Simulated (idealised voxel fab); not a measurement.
Presented below is a process module, voxel transistor to metal.
Cross-section cut: width 205 nm, square cells of 5 nm.
Heads up, the way a cross-section reads in here is a grid of square cells, handed over as bands from the top down, with every band being one or more rows of cells.
What a band's entry tells you: where the top is and where the bottom is, as heights in nm, and after that what lies inside, material by material from left to right, each with its width in nm. Empty space is written as the word "air", and a single material marked with the word "edge to edge" occupies the band from edge to edge.
Heights are reckoned from 0. Under this level, the received wafer is all of one material. The bottommost band is open-ended downward, for example "0 down".
Read "30 to 40" as a graded width: first number on top, second number at the bottom, same change between each pair of neighbouring rows.
"same as before" -> step changed no cross-section cell.
"Voids lacking openings" lists enclosed empty spaces (at least 8 cells, no open path upward to the top), each as width x height at distance from the left edge, in nm.
Step line, after settings: the simulator's comment on this step.
overlay nm: step with mask; distance mask lay right of planned place; negative value = left of planned place.
# Steps in the process plan
1) RECEIVE,material Si
2) CONFORMAL_DEP,material SiO2,thk nm 5
3) CONFORMAL_DEP,material SiN,thk nm 15
4) PATTERN,tone cover,mask id ACTIVE,material resist,width nm 105,thk nm 20,overlay nm 0
5) DIRECTIONAL_ETCH,etch materials SiN,depth nm 15
6) DIRECTIONAL_ETCH,etch materials SiO2,depth nm 5
7) DIRECTIONAL_ETCH,etch materials Si,depth nm 30
8) STRIP,etch materials resist
9) OXIDIZE,depth nm 5
10) FILL_DEP,material SiO2,thk nm 15
11) CMP,height nm 20
12) SELECTIVE_ETCH,etch materials SiO2,depth nm 15
13) STRIP,etch materials SiN
14) SELECTIVE_ETCH,etch materials SiO2,depth nm 5
15) OXIDIZE,depth nm 5
16) DIRECTIONAL_DEP,material polySi,thk nm 25
17) DIRECTIONAL_DEP,material SiCN,thk nm 10
18) PATTERN,tone cover,mask id GATE,material resist,width nm 25,thk nm 15,overlay nm 0
19) DIRECTIONAL_ETCH,etch materials SiCN,depth nm 20
20) DIRECTIONAL_ETCH,etch materials polySi,depth nm 35
21) STRIP,etch materials resist
22) CONFORMAL_DEP,material SiN,thk nm 10
23) DIRECTIONAL_ETCH,etch materials SiN,depth nm 10
24) DIRECTIONAL_ETCH,etch materials SiO2,depth nm 5
25) EPI,material nSi,thk nm 5
26) FILL_DEP,material SiO2,thk nm 10
27) CMP,height nm 25
28) STRIP,etch materials polySi
29) SELECTIVE_ETCH,etch materials SiO2,depth nm 5
30) CONFORMAL_DEP,material HfO2,thk nm 5
31) CONFORMAL_DEP,material TiN,thk nm 5
32) FILL_DEP,material W,thk nm 10
33) CMP,height nm 20
34) DIRECTIONAL_DEP,material SiO2,thk nm 15
35) MASKED_ETCH,tone open,mask id CONTACT,width nm 15,pitch nm 80,etch materials SiO2,depth nm 35,overlay nm 0
36) CONFORMAL_DEP,material TiN,thk nm 5
37) FILL_DEP,material W,thk nm 5
38) CMP,height nm 35
39) DIRECTIONAL_DEP,material TiN,thk nm 5
40) DIRECTIONAL_DEP,material W,thk nm 15
41) DIRECTIONAL_DEP,material aC,thk nm 10
42) PATTERN,tone cover,mask id METAL_1,material resist,width nm 15,pitch nm 80,thk nm 25,overlay nm 0
43) DIRECTIONAL_ETCH,etch materials aC,depth nm 10
44) STRIP,etch materials resist
45) DIRECTIONAL_ETCH,etch materials W,depth nm 15
46) DIRECTIONAL_ETCH,etch materials TiN,depth nm 5
47) STRIP,etch materials aC
48) CONFORMAL_DEP,material SiCN,thk nm 5
49) FILL_DEP,material SiO2,thk nm 10
50) CMP,height nm 55
51) CONFORMAL_DEP,material SiCN,thk nm 5
52) DIRECTIONAL_DEP,material SiO2,thk nm 30
53) MASKED_ETCH,tone open,mask id METAL_2,width nm 15,pitch nm 80,etch materials SiO2,depth nm 20,overlay nm 0
54) DIRECTIONAL_DEP,material aC,thk nm 15
55) PATTERN,tone open,mask id METAL_2_HOLES,material resist,width nm 15,pitch nm 80,thk nm 35,overlay nm 0
56) DIRECTIONAL_ETCH,etch materials aC,depth nm 15
57) STRIP,etch materials resist
58) DIRECTIONAL_ETCH,etch materials SiO2,depth nm 10
59) DIRECTIONAL_ETCH,etch materials SiCN,depth nm 5
60) STRIP,etch materials aC
61) CONFORMAL_DEP,material TiN,thk nm 5
62) FILL_DEP,material Cu,thk nm 5
63) CMP,height nm 90
64) CONFORMAL_DEP,material SiCN,thk nm 5
# Shown in cross-section is the wafer as received, that is, as it stands after step 1
- 0 down | Si edge to edge
- Voids lacking openings: none
# End-of-module cross-section. Starting structure and process plan as above; one mistake made in running it
- 95 to 90 | SiCN edge to edge
- 90 to 60 | SiO2: 55  TiN: 5  Cu: 5  TiN: 5  SiO2: 65  TiN: 5  Cu: 5  TiN: 5  SiO2: 55
- 60 to 55 | SiCN: 55  TiN: 15  SiCN: 65  TiN: 15  SiCN: 55
- 55 to 40 | SiO2: 50  SiCN: 5  W: 15  SiCN: 5  SiO2: 55  SiCN: 5  W: 15  SiCN: 5  SiO2: 50
- 40 to 35 | SiCN: 55  TiN: 15  SiCN: 65  TiN: 15  SiCN: 55
- 35 to 25 | W: 50  TiN: 5  SiO2: 15  TiN: 5  W: 55  TiN: 5  SiO2: 15  TiN: 5  W: 50
- 25 to 20 | W: 50  TiN: 5  SiO2: 15  TiN: 65  SiO2: 15  TiN: 5  W: 50
- 20 to 5 | W: 50  TiN: 5  SiO2: 15  TiN: 10  SiN: 10  HfO2: 5  TiN: 5  W: 5  TiN: 5  HfO2: 5  SiN: 10  TiN: 10  SiO2: 15  TiN: 5  W: 50
- 5 to 0 | TiN: 55  SiO2: 15  TiN: 10  SiN: 10  HfO2: 5  TiN: 15  HfO2: 5  SiN: 10  TiN: 10  SiO2: 15  TiN: 55
- 0 to -5 | SiO2: 50  nSi: 30  SiO2: 5  HfO2: 35  SiO2: 5  nSi: 30  SiO2: 50
- -5 to -35 | SiO2: 55  Si: 95  SiO2: 55
- -35 down | Si edge to edge
- Voids lacking openings: none
Finding, execution versus plan: note that step 35 departed from the planned setting and was carried out as MASKED_ETCH,tone cover,mask id CONTACT,width nm 15,pitch nm 80,etch materials SiO2,depth nm 35,overlay nm 0
